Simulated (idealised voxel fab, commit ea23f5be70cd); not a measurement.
The process module that follows is named voxel self aligned vias.
Section shown: cut. Width: 280 nm. Cell size: 5 nm, square.
Reading order for cross-sections: top band down to bottom band. Underlying form: a grid of square cells. Band size: one or more rows of cells.
Basically the band line says how high the top is and how high the bottom is, in nm, and then what's in it from left to right, every material with its width in nm. Empty space shows up as "air", and if a single material carries "full width" it runs the full band edge to edge.
For the purposes of this specification, 0 denotes the height below which the wafer in its as-received condition is composed wholly of one material, and the lowermost band, lacking a lower limit, extends downward without end, as expressed in "0..down".
Think of "30..40" as a width that walks from the first number to the second as you go down the band, top row to bottom row, taking equal-sized steps from row to row.
"everything unchanged", as given for a step, is the statement that not any cell of the cross-section underwent a change during that step.
"Completely sealed voids" - sealed voids, min. 8 cells, no opening to top; format: width x height at distance (distance from left edge; nm throughout).
Whatever follows a step's settings on its line is a remark the simulator itself makes about that step.
A step line may carry the setting "overlay nm", which, for steps involving a mask, states the distance by which the mask lay to the right of its intended position; negative values denote displacement to the left.
-- Intended process steps
1 RECEIVE: material Si
2 CONFORMAL_DEP: material SiO2, thk nm 15
3 CONFORMAL_DEP: material SiCN, thk nm 5
4 DIRECTIONAL_DEP: material lowk, thk nm 30
5 MASKED_ETCH: tone open, mask id LINES, width nm 25, pitch nm 65, etch materials lowk, depth nm 30, overlay nm 0
6 CONFORMAL_DEP: material TiN, thk nm 5
7 FILL_DEP: material Ru, thk nm 5
8 CMP: height nm 50
9 SELECTIVE_ETCH: etch materials W Ru TiN, depth nm 10
10 FILL_DEP: material SiN, thk nm 5
11 CMP: height nm 50
12 DIRECTIONAL_DEP: material lowk, thk nm 20
13 PATTERN: tone open, mask id VIAS, material resist, width nm 45, pitch nm 130, thk nm 15, overlay nm 0
14 DIRECTIONAL_ETCH: etch materials lowk, depth nm 20
15 DIRECTIONAL_ETCH: etch materials SiN, depth nm 10
16 STRIP: etch materials resist
17 CONFORMAL_DEP: material TiN, thk nm 5
18 FILL_DEP: material Ru, thk nm 5
19 CMP: height nm 70
20 CONFORMAL_DEP: material SiN, thk nm 5
-- First out of two wafers; run went to plan
-- Cross-section of the wafer as it came to us, i.e., already through step 1
- 0..down: Si full width
- Completely sealed voids: none
-- after step 2
- 15..0: SiO2 full width
- below 0: unchanged
-- after step 3
- 20..15: SiCN full width
- below 15: unchanged
-- after step 4
- 50..20: lowk full width
- below 20: unchanged
-- after step 5
- 50..20: lowk 60 nm / air 25 nm / lowk 40 nm / air 25 nm / lowk 40 nm / air 25 nm / lowk 65 nm
- below 20: unchanged
-- after step 6
- 55..50: TiN 65 nm / air 15 nm / TiN 50 nm / air 15 nm / TiN 50 nm / air 15 nm / TiN 70 nm
- 50..25: lowk 60 nm / TiN 5 nm / air 15 nm / TiN 5 nm / lowk 40 nm / TiN 5 nm / air 15 nm / TiN 5 nm / lowk 40 nm / TiN 5 nm / air 15 nm / TiN 5 nm / lowk 65 nm
- 25..20: lowk 60 nm / TiN 25 nm / lowk 40 nm / TiN 25 nm / lowk 40 nm / TiN 25 nm / lowk 65 nm
- below 20: unchanged
-- after step 7
- 60..55: Ru full width
- 55..50: TiN 65 nm / Ru 15 nm / TiN 50 nm / Ru 15 nm / TiN 50 nm / Ru 15 nm / TiN 70 nm
- 50..25: lowk 60 nm / TiN 5 nm / Ru 15 nm / TiN 5 nm / lowk 40 nm / TiN 5 nm / Ru 15 nm / TiN 5 nm / lowk 40 nm / TiN 5 nm / Ru 15 nm / TiN 5 nm / lowk 65 nm
- below 25: unchanged
-- after step 8
- 50..25: lowk 60 nm / TiN 5 nm / Ru 15 nm / TiN 5 nm / lowk 40 nm / TiN 5 nm / Ru 15 nm / TiN 5 nm / lowk 40 nm / TiN 5 nm / Ru 15 nm / TiN 5 nm / lowk 65 nm
- below 25: unchanged
-- after step 9
- 50..40: lowk 60 nm / air 25 nm / lowk 40 nm / air 25 nm / lowk 40 nm / air 25 nm / lowk 65 nm
- below 40: unchanged
-- after step 10
- 55..50: SiN full width
- 50..40: lowk 60 nm / SiN 25 nm / lowk 40 nm / SiN 25 nm / lowk 40 nm / SiN 25 nm / lowk 65 nm
- below 40: unchanged
-- after step 11
- 50..40: lowk 60 nm / SiN 25 nm / lowk 40 nm / SiN 25 nm / lowk 40 nm / SiN 25 nm / lowk 65 nm
- below 40: unchanged
-- after step 12
- 70..50: lowk full width
- below 50: unchanged
-- after step 13
- 85..70: resist 50 nm / air 45 nm / resist 85 nm / air 45 nm / resist 55 nm
- below 70: unchanged
-- after step 14
- 85..70: resist 50 nm / air 45 nm / resist 85 nm / air 45 nm / resist 55 nm
- 70..50: lowk 50 nm / air 45 nm / lowk 85 nm / air 45 nm / lowk 55 nm
- below 50: unchanged
-- after step 15
- 85..70: resist 50 nm / air 45 nm / resist 85 nm / air 45 nm / resist 55 nm
- 70..50: lowk 50 nm / air 45 nm / lowk 85 nm / air 45 nm / lowk 55 nm
- 50..40: lowk 60 nm / air 25 nm / lowk 40 nm / SiN 25 nm / lowk 40 nm / air 25 nm / lowk 65 nm
- below 40: unchanged
-- after step 16
- 70..50: lowk 50 nm / air 45 nm / lowk 85 nm / air 45 nm / lowk 55 nm
- below 50: unchanged
-- after step 17
- 75..70: TiN 55 nm / air 35 nm / TiN 95 nm / air 35 nm / TiN 60 nm
- 70..55: lowk 50 nm / TiN 5 nm / air 35 nm / TiN 5 nm / lowk 85 nm / TiN 5 nm / air 35 nm / TiN 5 nm / lowk 55 nm
- 55..50: lowk 50 nm / TiN 15 nm / air 15 nm / TiN 15 nm / lowk 85 nm / TiN 15 nm / air 15 nm / TiN 15 nm / lowk 55 nm
- 50..45: lowk 60 nm / TiN 5 nm / air 15 nm / TiN 5 nm / lowk 40 nm / SiN 25 nm / lowk 40 nm / TiN 5 nm / air 15 nm / TiN 5 nm / lowk 65 nm
- 45..40: lowk 60 nm / TiN 25 nm / lowk 40 nm / SiN 25 nm / lowk 40 nm / TiN 25 nm / lowk 65 nm
- below 40: unchanged
-- after step 18
- 80..75: Ru full width
- 75..70: TiN 55 nm / Ru 35 nm / TiN 95 nm / Ru 35 nm / TiN 60 nm
- 70..55: lowk 50 nm / TiN 5 nm / Ru 35 nm / TiN 5 nm / lowk 85 nm / TiN 5 nm / Ru 35 nm / TiN 5 nm / lowk 55 nm
- 55..50: lowk 50 nm / TiN 15 nm / Ru 15 nm / TiN 15 nm / lowk 85 nm / TiN 15 nm / Ru 15 nm / TiN 15 nm / lowk 55 nm
- 50..45: lowk 60 nm / TiN 5 nm / Ru 15 nm / TiN 5 nm / lowk 40 nm / SiN 25 nm / lowk 40 nm / TiN 5 nm / Ru 15 nm / TiN 5 nm / lowk 65 nm
- below 45: unchanged
-- after step 19
- 70..55: lowk 50 nm / TiN 5 nm / Ru 35 nm / TiN 5 nm / lowk 85 nm / TiN 5 nm / Ru 35 nm / TiN 5 nm / lowk 55 nm
- below 55: unchanged
-- after step 20
- 75..70: SiN full width
- below 70: unchanged
-- Second wafer. Start and plan as for the first. One mistake made in running. Agrees with the first up to and including step 2
Cross-sectional representation of the second wafer at the time designated in the plan for the completion of step 3: everything unchanged
-- Cross-sectional representation of the second wafer at the time designated in the plan for the completion of step 4
- 45..15: lowk full width
- below 15: unchanged
-- Cross-sectional representation of the second wafer at the time designated in the plan for the completion of step 5
- 45..15: lowk 60 nm / air 25 nm / lowk 40 nm / air 25 nm / lowk 40 nm / air 25 nm / lowk 65 nm
- below 15: unchanged
-- Cross-sectional representation of the second wafer at the time designated in the plan for the completion of step 6
- 50..45: TiN 65 nm / air 15 nm / TiN 50 nm / air 15 nm / TiN 50 nm / air 15 nm / TiN 70 nm
- 45..20: lowk 60 nm / TiN 5 nm / air 15 nm / TiN 5 nm / lowk 40 nm / TiN 5 nm / air 15 nm / TiN 5 nm / lowk 40 nm / TiN 5 nm / air 15 nm / TiN 5 nm / lowk 65 nm
- 20..15: lowk 60 nm / TiN 25 nm / lowk 40 nm / TiN 25 nm / lowk 40 nm / TiN 25 nm / lowk 65 nm
- below 15: unchanged
-- Cross-sectional representation of the second wafer at the time designated in the plan for the completion of step 7
- 55..50: Ru full width
- 50..45: TiN 65 nm / Ru 15 nm / TiN 50 nm / Ru 15 nm / TiN 50 nm / Ru 15 nm / TiN 70 nm
- 45..20: lowk 60 nm / TiN 5 nm / Ru 15 nm / TiN 5 nm / lowk 40 nm / TiN 5 nm / Ru 15 nm / TiN 5 nm / lowk 40 nm / TiN 5 nm / Ru 15 nm / TiN 5 nm / lowk 65 nm
- below 20: unchanged
-- Cross-sectional representation of the second wafer at the time designated in the plan for the completion of step 8
- 50..45: TiN 65 nm / Ru 15 nm / TiN 50 nm / Ru 15 nm / TiN 50 nm / Ru 15 nm / TiN 70 nm
- below 45: unchanged
-- Cross-sectional representation of the second wafer at the time designated in the plan for the completion of step 9
- 45..40: lowk 60 nm / air 25 nm / lowk 40 nm / air 25 nm / lowk 40 nm / air 25 nm / lowk 65 nm
- below 40: unchanged
-- Cross-sectional representation of the second wafer at the time designated in the plan for the completion of step 10
- 50..45: SiN full width
- 45..40: lowk 60 nm / SiN 25 nm / lowk 40 nm / SiN 25 nm / lowk 40 nm / SiN 25 nm / lowk 65 nm
- below 40: unchanged
Cross-sectional representation of the second wafer at the time designated in the plan for the completion of step 11: everything unchanged
-- Cross-sectional representation of the second wafer at the time designated in the plan for the completion of step 12
- 70..50: lowk full width
- below 50: unchanged
-- Cross-sectional representation of the second wafer at the time designated in the plan for the completion of step 13
- 85..70: resist 50 nm / air 45 nm / resist 85 nm / air 45 nm / resist 55 nm
- below 70: unchanged
-- Cross-sectional representation of the second wafer at the time designated in the plan for the completion of step 14
- 85..70: resist 50 nm / air 45 nm / resist 85 nm / air 45 nm / resist 55 nm
- 70..50: lowk 50 nm / air 45 nm / lowk 85 nm / air 45 nm / lowk 55 nm
- below 50: unchanged
-- Cross-sectional representation of the second wafer at the time designated in the plan for the completion of step 15
- 85..70: resist 50 nm / air 45 nm / resist 85 nm / air 45 nm / resist 55 nm
- 70..50: lowk 50 nm / air 45 nm / lowk 85 nm / air 45 nm / lowk 55 nm
- 50..45: SiN 50 nm / air 45 nm / SiN 85 nm / air 45 nm / SiN 55 nm
- 45..40: lowk 60 nm / air 25 nm / lowk 40 nm / SiN 25 nm / lowk 40 nm / air 25 nm / lowk 65 nm
- below 40: unchanged
-- Cross-sectional representation of the second wafer at the time designated in the plan for the completion of step 16
- 70..50: lowk 50 nm / air 45 nm / lowk 85 nm / air 45 nm / lowk 55 nm
- below 50: unchanged
-- Cross-sectional representation of the second wafer at the time designated in the plan for the completion of step 17
- 75..70: TiN 55 nm / air 35 nm / TiN 95 nm / air 35 nm / TiN 60 nm
- 70..50: lowk 50 nm / TiN 5 nm / air 35 nm / TiN 5 nm / lowk 85 nm / TiN 5 nm / air 35 nm / TiN 5 nm / lowk 55 nm
- 50..45: SiN 50 nm / TiN 15 nm / air 15 nm / TiN 15 nm / SiN 85 nm / TiN 15 nm / air 15 nm / TiN 15 nm / SiN 55 nm
- 45..40: lowk 60 nm / TiN 25 nm / lowk 40 nm / SiN 25 nm / lowk 40 nm / TiN 25 nm / lowk 65 nm
- below 40: unchanged
-- Cross-sectional representation of the second wafer at the time designated in the plan for the completion of step 18
- 80..75: Ru full width
- 75..70: TiN 55 nm / Ru 35 nm / TiN 95 nm / Ru 35 nm / TiN 60 nm
- 70..50: lowk 50 nm / TiN 5 nm / Ru 35 nm / TiN 5 nm / lowk 85 nm / TiN 5 nm / Ru 35 nm / TiN 5 nm / lowk 55 nm
- 50..45: SiN 50 nm / TiN 15 nm / Ru 15 nm / TiN 15 nm / SiN 85 nm / TiN 15 nm / Ru 15 nm / TiN 15 nm / SiN 55 nm
- below 45: unchanged
-- Cross-sectional representation of the second wafer at the time designated in the plan for the completion of step 19
- 70..50: lowk 50 nm / TiN 5 nm / Ru 35 nm / TiN 5 nm / lowk 85 nm / TiN 5 nm / Ru 35 nm / TiN 5 nm / lowk 55 nm
- below 50: unchanged
-- Cross-sectional representation of the second wafer at the time designated in the plan for the completion of step 20
- 75..70: SiN full width
- below 70: unchanged
Processing error: no execution of plan step 3; skipped
Final difference in cells, second wafer against first, listed per material as more or fewer: +17 Ru | -56 SiCN | +33 SiN | +6 TiN
